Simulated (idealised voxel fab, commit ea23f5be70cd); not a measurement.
This section sets out a process module, namely voxel released beams.
cross-section cut | 200 nm wide | cells 5 nm
Notation: cross-section as square-cell grid; stated in bands, top first, going down; one or more cell rows per band. Top height, bottom height, nm. Materials left to right, width each, nm. Single material + "everywhere" = fills band edge to edge. "air" = empty. Heads up on the height convention: 0 is the point under which the incoming wafer is all one material, and the lowest band has no bottom, it just keeps going down, like "z 0 and below". When a width is written as two numbers, as in "30 to 40", the first number is the width in the top row of cells of the band and the second is the width in its bottom row, and the width changes by the same amount from each row to the next. "remains unaltered" for a step: no cell of the cross-section changed in that step. "Voids, enclosed" lists enclosed empty spaces (at least 8 cells, no open path upward to the top), each as width x height at distance from the left edge, in nm. Anything after a step's settings on that line? It's the simulator's own note about the step. overlay nm: right-of-plan distance of the mask on a masked step; negative values mean left-of-plan.
# These are the steps we planned for the process
1: RECEIVE, material Si
2: CONFORMAL_DEP, material SiN, thk nm 10
3: DIRECTIONAL_DEP, material SiO2, thk nm 10
4: MASKED_ETCH, tone open, mask id ANCHOR, width nm 20, etch materials SiO2, depth nm 10, overlay nm 0
5: CONFORMAL_DEP, material W, thk nm 10
6: DIRECTIONAL_DEP, material aC, thk nm 15
7: PATTERN, tone cover, mask id BEAM, material resist, width nm 90, thk nm 35, overlay nm 0
8: DIRECTIONAL_ETCH, etch materials aC, depth nm 15
9: STRIP, etch materials resist
10: DIRECTIONAL_ETCH, etch materials W, depth nm 10
11: STRIP, etch materials aC
12: STRIP, etch materials SiO2
Same starting wafers, different width nm at step 4. Plan value belongs to the first wafer.
# The first of several wafers, as received after step 1, seen in section
- z 0 and below: Si everywhere
- Voids, enclosed: none
# Row per wafer, end-of-module: cell gain (+)/loss (-) by material since the wafer came in, then closed voids
width nm 20 | +80 SiN | +44 W | Voids, enclosed: none
width nm 25 | +80 SiN | +44 W | Voids, enclosed: none
width nm 30 | +80 SiN | +44 W | Voids, enclosed: none
width nm 35 | +80 SiN | +44 W | Voids, enclosed: none
width nm 40 | +80 SiN | +44 W | Voids, enclosed: none
width nm 45 | +80 SiN | +44 W | Voids, enclosed: none
